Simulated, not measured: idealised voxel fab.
Title: Process Module voxel capacitor over wiring
We display cut, a cross-section 165 nm in width whose square cells are each 5 nm.
Notation: cross-section as square-cell grid; stated in bands, top first, going down; one or more cell rows per band. Top height, bottom height, nm. Materials left to right, width each, nm. Single material + "throughout" = fills band edge to edge. "empty" = empty. For the purposes of this specification, 0 denotes the height below which the wafer in its as-received condition is composed wholly of one material, and the lowermost band, lacking a lower limit, extends downward without end, as expressed in "top 0, no bottom". Quick explanation for "30->40": the width changes in equal steps down the rows of cells, from the first number in the band's top row to the second number in its bottom row. A step reported as "no modifications" is a step in which no cell of the cross-section changed. The entry "Sealed voids" lists the empty spaces that cover at least 8 cells and have no open path to the top. Each is written as width x height at distance, where the distance is measured from the left edge and all three values are in nm. Step line, after settings: the simulator's comment on this step. overlay nm: right-of-plan distance of the mask on a masked step; negative values mean left-of-plan.

THE PLANNED PROCESS STEPS ARE ENUMERATED HEREUNDER
step 1: RECEIVE,material Si
step 2: CONFORMAL_DEP,material SiO2,thk nm 15
step 3: CONFORMAL_DEP,material SiCN,thk nm 5
step 4: DIRECTIONAL_DEP,material SiO2,thk nm 25
step 5: PATTERN,tone open,mask id METAL_1,material resist,width nm 30,pitch nm 95,thk nm 15,overlay nm 0
step 6: DIRECTIONAL_ETCH,etch materials SiO2,depth nm 25
step 7: DIRECTIONAL_ETCH,etch materials SiCN,depth nm 5
step 8: STRIP,etch materials resist
step 9: CONFORMAL_DEP,material TiN,thk nm 5
step 10: FILL_DEP,material Ru,thk nm 5
step 11: CMP,height nm 45
step 12: EPI,material Ru,thk nm 5
step 13: FILL_DEP,material SiCN,thk nm 5
step 14: DIRECTIONAL_DEP,material SiO2,thk nm 20
step 15: DIRECTIONAL_DEP,material aC,thk nm 10
step 16: PATTERN,tone open,mask id PLUG_1,material resist,width nm 15,thk nm 25,overlay nm 0
step 17: DIRECTIONAL_ETCH,etch materials aC,depth nm 10
step 18: STRIP,etch materials resist
step 19: DIRECTIONAL_ETCH,etch materials SiO2,depth nm 20
step 20: DIRECTIONAL_ETCH,etch materials SiCN,depth nm 5
step 21: STRIP,etch materials aC
step 22: CONFORMAL_DEP,material TiN,thk nm 5
step 23: FILL_DEP,material W,thk nm 5
step 24: CMP,height nm 75
step 25: DIRECTIONAL_DEP,material TiN,thk nm 5
step 26: DIRECTIONAL_DEP,material SiN,thk nm 5
step 27: DIRECTIONAL_DEP,material TiN,thk nm 10
step 28: MASKED_ETCH,tone cover,mask id UPPER_PLATE,width nm 70,etch materials TiN,depth nm 10,overlay nm 0
step 29: MASKED_ETCH,tone cover,mask id UPPER_PLATE,width nm 70,etch materials SiN,depth nm 5,overlay nm 0
step 30: PATTERN,tone cover,mask id LOWER_PLATE,material resist,width nm 80,thk nm 15,overlay nm 0
step 31: DIRECTIONAL_ETCH,etch materials TiN,depth nm 5
step 32: STRIP,etch materials resist
step 33: FILL_DEP,material SiO2,thk nm 15
step 34: CMP,height nm 105
step 35: PATTERN,tone open,mask id PLUG_2,material resist,width nm 15,thk nm 20,overlay nm 0
step 36: DIRECTIONAL_ETCH,etch materials SiO2,depth nm 10
step 37: STRIP,etch materials resist
step 38: CONFORMAL_DEP,material TiN,thk nm 5
step 39: FILL_DEP,material Cu,thk nm 5
step 40: CMP,height nm 105
step 41: CONFORMAL_DEP,material SiCN,thk nm 5

CROSS-SECTION: WAFER ON ARRIVAL = AFTER STEP 1
> top 0, no bottom  Si throughout
> Sealed voids: none

AS-PLANNED RUN: CROSS-SECTION OF THE FIRST OF TWO WAFERS AT END OF MODULE
> top 110, bottom 105  SiCN throughout
> top 105, bottom 100  45 nm SiO2  5 nm TiN  5 nm Cu  5 nm TiN  105 nm SiO2
> top 100, bottom 95  45 nm SiO2  15 nm TiN  105 nm SiO2
> top 95, bottom 85  35 nm SiO2  70 nm TiN  60 nm SiO2
> top 85, bottom 80  35 nm SiO2  70 nm SiN  60 nm SiO2
> top 80, bottom 75  30 nm SiO2  80 nm TiN  55 nm SiO2
> top 75, bottom 55  35 nm SiO2  5 nm TiN  5 nm W  5 nm TiN  115 nm SiO2
> top 55, bottom 50  35 nm SiCN  15 nm TiN  115 nm SiCN
> top 50, bottom 45  15 nm SiCN  40 nm Ru  55 nm SiCN  40 nm Ru  15 nm SiCN
> top 45, bottom 20  20 nm SiO2  5 nm TiN  20 nm Ru  5 nm TiN  65 nm SiO2  5 nm TiN  20 nm Ru  5 nm TiN  20 nm SiO2
> top 20, bottom 15  20 nm SiCN  30 nm TiN  65 nm SiCN  30 nm TiN  20 nm SiCN
> top 15, bottom 0  SiO2 throughout
> top 0, no bottom  Si throughout
> Sealed voids: none

WAFER TWO, END OF MODULE, CROSS-SECTION. SAME START, SAME PLAN AS WAFER ONE. ONE MISTAKE IN THE RUN
> top 110, bottom 105  SiCN throughout
> top 105, bottom 95  aC throughout
> top 95, bottom 85  35 nm aC  70 nm TiN  60 nm aC
> top 85, bottom 80  35 nm aC  70 nm SiN  60 nm aC
> top 80, bottom 75  30 nm aC  80 nm TiN  55 nm aC
> top 75, bottom 55  35 nm SiO2  5 nm TiN  5 nm W  5 nm TiN  115 nm SiO2
> top 55, bottom 50  35 nm SiCN  15 nm TiN  115 nm SiCN
> top 50, bottom 45  15 nm SiCN  40 nm Ru  55 nm SiCN  40 nm Ru  15 nm SiCN
> top 45, bottom 20  20 nm SiO2  5 nm TiN  20 nm Ru  5 nm TiN  65 nm SiO2  5 nm TiN  20 nm Ru  5 nm TiN  20 nm SiO2
> top 20, bottom 15  20 nm SiCN  30 nm TiN  65 nm SiCN  30 nm TiN  20 nm SiCN
> top 15, bottom 0  SiO2 throughout
> top 0, no bottom  Si throughout
> Sealed voids: none
Short version of what went wrong: step 33 ran with different settings than intended, the actual operation and settings being FILL_DEP,material aC,thk nm 15
Final comparison by cell count, materials where the second wafer has more or fewer than the first: 1 fewer of Cu | 134 fewer of SiO2 | 5 fewer of TiN | 140 more of aC
